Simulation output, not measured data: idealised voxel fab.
Process module, titled voxel fin reveal
Xsec cut, 200 nm wide, square cell size 5 nm.
We lay out every cross-section as a grid of square cells and spell it out in bands from the top down, where one band means one or more rows of cells.
Top, bottom (nm), then materials left to right with widths (nm); lone material tagged "edge to edge" fills the whole band edge to edge; "blank" = empty space.
Convention: height 0 is the level below which the wafer, as received, is all one material. The lowest band does not terminate at the bottom but continues downward, represented as "z 0 and below".
You'd read "30->40" like this: the band's top row of cells is as wide as the first number, its bottom row is as wide as the second, and going down, every row changes width by the same amount as the row before did.
Step marked "no alteration"? Then no cell in the cross-section changed in it.
Enclosed cavity list: empty space of 8 cells or more with no open way to the top, each as width x height at its distance from the left edge, in nm
Heads up: the bit after the settings on a step's line is the simulator's remark on that step.
"overlay nm" on a masked step: distance the mask lay right of its planned place, negative for left.

**The steps planned for the process are as follows**
1 RECEIVE: material Si
2 CONFORMAL_DEP: material SiN, thk nm 5
3 PATTERN: tone cover, mask id FINS, material resist, width nm 15, pitch nm 45, thk nm 20, overlay nm 0
4 DIRECTIONAL_ETCH: etch materials SiN, depth nm 5
5 DIRECTIONAL_ETCH: etch materials Si, depth nm 40
6 STRIP: etch materials resist
7 OXIDIZE: depth nm 5
8 FILL_DEP: material SiO2, thk nm 5
9 CMP: height nm 5
10 SELECTIVE_ETCH: etch materials SiO2, depth nm 35
11 STRIP: etch materials SiN
What sets these wafers apart? The width nm at step 3. They all start alike, and the plan carries the first wafer's value.

**Cut through the first of several wafers as received, post step 1**
> z 0 and below: Si edge to edge
> Enclosed cavity list: none

**The cross-section of the first of several wafers is given below for the end of the module, after its final step, step 11**
> z 0 to -30: 50 nm blank, 5 nm Si, 40 nm blank, 5 nm Si, 40 nm blank, 5 nm Si, 55 nm blank
> z -30 to -45: 50 nm SiO2, 5 nm Si, 40 nm SiO2, 5 nm Si, 40 nm SiO2, 5 nm Si, 55 nm SiO2
> z -45 and below: Si edge to edge
> Enclosed cavity list: none

**The final wafer, sectioned at module end**
> z 0 to -30: 45 nm blank, 20 nm Si, 25 nm blank, 20 nm Si, 25 nm blank, 20 nm Si, 45 nm blank
> z -30 to -45: 45 nm SiO2, 20 nm Si, 25 nm SiO2, 20 nm Si, 25 nm SiO2, 20 nm Si, 45 nm SiO2
> z -45 and below: Si edge to edge
> Enclosed cavity list: none

**Note: the following table is arranged by wafer, a row apiece. Each row reports the end-of-module state: per material, cells gained (+) or cells lost (-) compared with the wafer as received; closed voids follow**
width nm 15, -333 Si, +111 SiO2, Enclosed cavity list: none
width nm 20, -306 Si, +102 SiO2, Enclosed cavity list: none
width nm 25, -279 Si, +93 SiO2, Enclosed cavity list: none
width nm 30, -252 Si, +84 SiO2, Enclosed cavity list: none
